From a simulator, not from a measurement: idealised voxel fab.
voxel self aligned contacts: a process module
Square cells of 5 nm make up the cross-section cut, whose width is 250 nm.
Bands, listed from the top down, are how a cross-section gets written in this document; the cross-section itself is a grid of square cells, and a band is one or more rows of them.
This entry defines a band. It first specifies the height of the band's top and the height of its bottom in nm, and then specifies the band's materials from left to right, stating each material with its width in nm. The word "everywhere" identifies a single material that fills the band from edge to edge, while the word "air" identifies empty space.
Height datum 0, below which the as-received substrate wafer is one material. Lowest band open at the bottom, running downward: "0 -> down".
Width: "30..40" (first number = top row, second number = bottom row, same change from row to row of cells).
"nothing was modified" for a step: no cell of the cross-section changed in that step.
"Sealed void inventory": sealed empty spaces, 8 cells or more, no open way to top, listed width x height at distance, with distance from the left edge and width, height and distance in nm.
Read whatever lies past the settings on a step's line as the simulator's own remark about the step.
Among the settings permitted on a step's line is "overlay nm"; applied to a step with a mask, it specifies the extent to which the mask lay to the right of its planned position, whereas a negative figure signifies a position to the left.
## Listed below are the process steps as planned
1 RECEIVE | material Si
2 OXIDIZE | depth nm 5
3 DIRECTIONAL_DEP | material polySi | thk nm 25
4 DIRECTIONAL_DEP | material SiN | thk nm 25
5 DIRECTIONAL_DEP | material aC | thk nm 15
6 PATTERN | tone cover | mask id GATE | material resist | width nm 35 | pitch nm 75 | thk nm 35 | overlay nm 0
7 DIRECTIONAL_ETCH | etch materials aC | depth nm 15
8 STRIP | etch materials resist
9 DIRECTIONAL_ETCH | etch materials SiN | depth nm 25
10 DIRECTIONAL_ETCH | etch materials polySi | depth nm 25
11 STRIP | etch materials aC
12 CONFORMAL_DEP | material SiN | thk nm 10
13 DIRECTIONAL_ETCH | etch materials SiN | depth nm 10
14 FILL_DEP | material SiO2 | thk nm 15
15 CMP | height nm 55
16 MASKED_ETCH | tone open | mask id CONTACT | width nm 60 | etch materials SiO2 | depth nm 60 | overlay nm 0
17 CONFORMAL_DEP | material TiN | thk nm 5
18 FILL_DEP | material Ru | thk nm 5
19 CMP | height nm 55
20 CONFORMAL_DEP | material SiN | thk nm 5
## First of two wafers: run as planned
## Received-state cross-section, reflecting completion of step 1
> 0 -> down | Si everywhere
> Sealed void inventory: none
## How the wafer stands in section after step 2
> 0 -> -5 | SiO2 everywhere
> All layers under -5 are left as they were.
## How the wafer stands in section after step 3
> 25 -> 0 | polySi everywhere
> All layers under 0 are left as they were.
## How the wafer stands in section after step 4
> 50 -> 25 | SiN everywhere
> All layers under 25 are left as they were.
## How the wafer stands in section after step 5
> 65 -> 50 | aC everywhere
> All layers under 50 are left as they were.
## How the wafer stands in section after step 6
> 100 -> 65 | air (70)  resist (35)  air (40)  resist (35)  air (70)
> All layers under 65 are left as they were.
## How the wafer stands in section after step 7
> 85 -> 65 | air (70)  resist (35)  air (40)  resist (35)  air (70)
> 65 -> 50 | air (70)  aC (35)  air (40)  aC (35)  air (70)
> All layers under 50 are left as they were.
## How the wafer stands in section after step 8
> 65 -> 50 | air (70)  aC (35)  air (40)  aC (35)  air (70)
> All layers under 50 are left as they were.
## How the wafer stands in section after step 9
> 65 -> 50 | air (70)  aC (35)  air (40)  aC (35)  air (70)
> 50 -> 25 | air (70)  SiN (35)  air (40)  SiN (35)  air (70)
> All layers under 25 are left as they were.
## How the wafer stands in section after step 10
> 65 -> 50 | air (70)  aC (35)  air (40)  aC (35)  air (70)
> 50 -> 25 | air (70)  SiN (35)  air (40)  SiN (35)  air (70)
> 25 -> 0 | air (70)  polySi (35)  air (40)  polySi (35)  air (70)
> All layers under 0 are left as they were.
## How the wafer stands in section after step 11
> 50 -> 25 | air (70)  SiN (35)  air (40)  SiN (35)  air (70)
> All layers under 25 are left as they were.
## How the wafer stands in section after step 12
> 60 -> 25 | air (60)  SiN (55)  air (20)  SiN (55)  air (60)
> 25 -> 10 | air (60)  SiN (10)  polySi (35)  SiN (10)  air (20)  SiN (10)  polySi (35)  SiN (10)  air (60)
> 10 -> 0 | SiN (70)  polySi (35)  SiN (40)  polySi (35)  SiN (70)
> All layers under 0 are left as they were.
## How the wafer stands in section after step 13
> 50 -> 25 | air (60)  SiN (55)  air (20)  SiN (55)  air (60)
> 25 -> 0 | air (60)  SiN (10)  polySi (35)  SiN (10)  air (20)  SiN (10)  polySi (35)  SiN (10)  air (60)
> All layers under 0 are left as they were.
## How the wafer stands in section after step 14
> 65 -> 50 | SiO2 everywhere
> 50 -> 25 | SiO2 (60)  SiN (55)  SiO2 (20)  SiN (55)  SiO2 (60)
> 25 -> 0 | SiO2 (60)  SiN (10)  polySi (35)  SiN (10)  SiO2 (20)  SiN (10)  polySi (35)  SiN (10)  SiO2 (60)
> All layers under 0 are left as they were.
## How the wafer stands in section after step 15
> 55 -> 50 | SiO2 everywhere
> All layers under 50 are left as they were.
## How the wafer stands in section after step 16
> 55 -> 50 | SiO2 (95)  air (60)  SiO2 (95)
> 50 -> 25 | SiO2 (60)  SiN (55)  air (20)  SiN (55)  SiO2 (60)
> 25 -> 0 | SiO2 (60)  SiN (10)  polySi (35)  SiN (10)  air (20)  SiN (10)  polySi (35)  SiN (10)  SiO2 (60)
> 0 -> -5 | SiO2 (115)  air (20)  SiO2 (115)
> All layers under -5 are left as they were.
## How the wafer stands in section after step 17
> 60 -> 55 | TiN (100)  air (50)  TiN (100)
> 55 -> 50 | SiO2 (95)  TiN (25)  air (10)  TiN (25)  SiO2 (95)
> 50 -> 25 | SiO2 (60)  SiN (55)  TiN (5)  air (10)  TiN (5)  SiN (55)  SiO2 (60)
> 25 -> 0 | SiO2 (60)  SiN (10)  polySi (35)  SiN (10)  TiN (5)  air (10)  TiN (5)  SiN (10)  polySi (35)  SiN (10)  SiO2 (60)
> 0 -> -5 | SiO2 (115)  TiN (20)  SiO2 (115)
> All layers under -5 are left as they were.
## How the wafer stands in section after step 18
> 65 -> 60 | Ru everywhere
> 60 -> 55 | TiN (100)  Ru (50)  TiN (100)
> 55 -> 50 | SiO2 (95)  TiN (25)  Ru (10)  TiN (25)  SiO2 (95)
> 50 -> 25 | SiO2 (60)  SiN (55)  TiN (5)  Ru (10)  TiN (5)  SiN (55)  SiO2 (60)
> 25 -> 0 | SiO2 (60)  SiN (10)  polySi (35)  SiN (10)  TiN (5)  Ru (10)  TiN (5)  SiN (10)  polySi (35)  SiN (10)  SiO2 (60)
> All layers under 0 are left as they were.
## How the wafer stands in section after step 19
> 55 -> 50 | SiO2 (95)  TiN (25)  Ru (10)  TiN (25)  SiO2 (95)
> All layers under 50 are left as they were.
## How the wafer stands in section after step 20
> 60 -> 55 | SiN everywhere
> All layers under 55 are left as they were.
## What follows concerns the second wafer, which started out like the first and was meant to follow the very same plan; one mistake crept in when it was run, but everything up to and including step 2 is the same as for the first wafer
## Cross-section of the second wafer when, according to plan, step 3 should have finished
> 25 -> 0 | SiN everywhere
> All layers under 0 are left as they were.
## Cross-section of the second wafer when, according to plan, step 4 should have finished
> 50 -> 25 | polySi everywhere
> All layers under 25 are left as they were.
## Cross-section of the second wafer when, according to plan, step 5 should have finished
> 65 -> 50 | aC everywhere
> All layers under 50 are left as they were.
## Cross-section of the second wafer when, according to plan, step 6 should have finished
> 100 -> 65 | air (70)  resist (35)  air (40)  resist (35)  air (70)
> All layers under 65 are left as they were.
## Cross-section of the second wafer when, according to plan, step 7 should have finished
> 85 -> 65 | air (70)  resist (35)  air (40)  resist (35)  air (70)
> 65 -> 50 | air (70)  aC (35)  air (40)  aC (35)  air (70)
> All layers under 50 are left as they were.
## Cross-section of the second wafer when, according to plan, step 8 should have finished
> 65 -> 50 | air (70)  aC (35)  air (40)  aC (35)  air (70)
> All layers under 50 are left as they were.
Cross-section of the second wafer when, according to plan, step 9 should have finished: nothing was modified
## Cross-section of the second wafer when, according to plan, step 10 should have finished
> 65 -> 50 | air (70)  aC (35)  air (40)  aC (35)  air (70)
> 50 -> 25 | air (70)  polySi (35)  air (40)  polySi (35)  air (70)
> All layers under 25 are left as they were.
## Cross-section of the second wafer when, according to plan, step 11 should have finished
> 50 -> 25 | air (70)  polySi (35)  air (40)  polySi (35)  air (70)
> All layers under 25 are left as they were.
## Cross-section of the second wafer when, according to plan, step 12 should have finished
> 60 -> 50 | air (60)  SiN (55)  air (20)  SiN (55)  air (60)
> 50 -> 35 | air (60)  SiN (10)  polySi (35)  SiN (10)  air (20)  SiN (10)  polySi (35)  SiN (10)  air (60)
> 35 -> 25 | SiN (70)  polySi (35)  SiN (40)  polySi (35)  SiN (70)
> All layers under 25 are left as they were.
## Cross-section of the second wafer when, according to plan, step 13 should have finished
> 50 -> 25 | air (60)  SiN (10)  polySi (35)  SiN (10)  air (20)  SiN (10)  polySi (35)  SiN (10)  air (60)
> All layers under 25 are left as they were.
## Cross-section of the second wafer when, according to plan, step 14 should have finished
> 65 -> 50 | SiO2 everywhere
> 50 -> 25 | SiO2 (60)  SiN (10)  polySi (35)  SiN (10)  SiO2 (20)  SiN (10)  polySi (35)  SiN (10)  SiO2 (60)
> All layers under 25 are left as they were.
## Cross-section of the second wafer when, according to plan, step 15 should have finished
> 55 -> 50 | SiO2 everywhere
> All layers under 50 are left as they were.
## Cross-section of the second wafer when, according to plan, step 16 should have finished
> 55 -> 50 | SiO2 (95)  air (60)  SiO2 (95)
> 50 -> 25 | SiO2 (60)  SiN (10)  polySi (35)  SiN (10)  air (20)  SiN (10)  polySi (35)  SiN (10)  SiO2 (60)
> All layers under 25 are left as they were.
## Cross-section of the second wafer when, according to plan, step 17 should have finished
> 60 -> 55 | TiN (100)  air (50)  TiN (100)
> 55 -> 50 | SiO2 (95)  TiN (25)  air (10)  TiN (25)  SiO2 (95)
> 50 -> 30 | SiO2 (60)  SiN (10)  polySi (35)  SiN (10)  TiN (5)  air (10)  TiN (5)  SiN (10)  polySi (35)  SiN (10)  SiO2 (60)
> 30 -> 25 | SiO2 (60)  SiN (10)  polySi (35)  SiN (10)  TiN (20)  SiN (10)  polySi (35)  SiN (10)  SiO2 (60)
> All layers under 25 are left as they were.
## Cross-section of the second wafer when, according to plan, step 18 should have finished
> 65 -> 60 | Ru everywhere
> 60 -> 55 | TiN (100)  Ru (50)  TiN (100)
> 55 -> 50 | SiO2 (95)  TiN (25)  Ru (10)  TiN (25)  SiO2 (95)
> 50 -> 30 | SiO2 (60)  SiN (10)  polySi (35)  SiN (10)  TiN (5)  Ru (10)  TiN (5)  SiN (10)  polySi (35)  SiN (10)  SiO2 (60)
> All layers under 30 are left as they were.
## Cross-section of the second wafer when, according to plan, step 19 should have finished
> 55 -> 50 | SiO2 (95)  TiN (25)  Ru (10)  TiN (25)  SiO2 (95)
> All layers under 50 are left as they were.
## Cross-section of the second wafer when, according to plan, step 20 should have finished
> 60 -> 55 | SiN everywhere
> All layers under 55 are left as they were.
Want to know what went wrong? steps 3 and 4 of the plan were each performed in the slot designated for the other
The final cell counts differ between the wafers, with the second having more or fewer of some materials than the first: -12 Ru; +140 SiN; -116 SiO2; -12 TiN
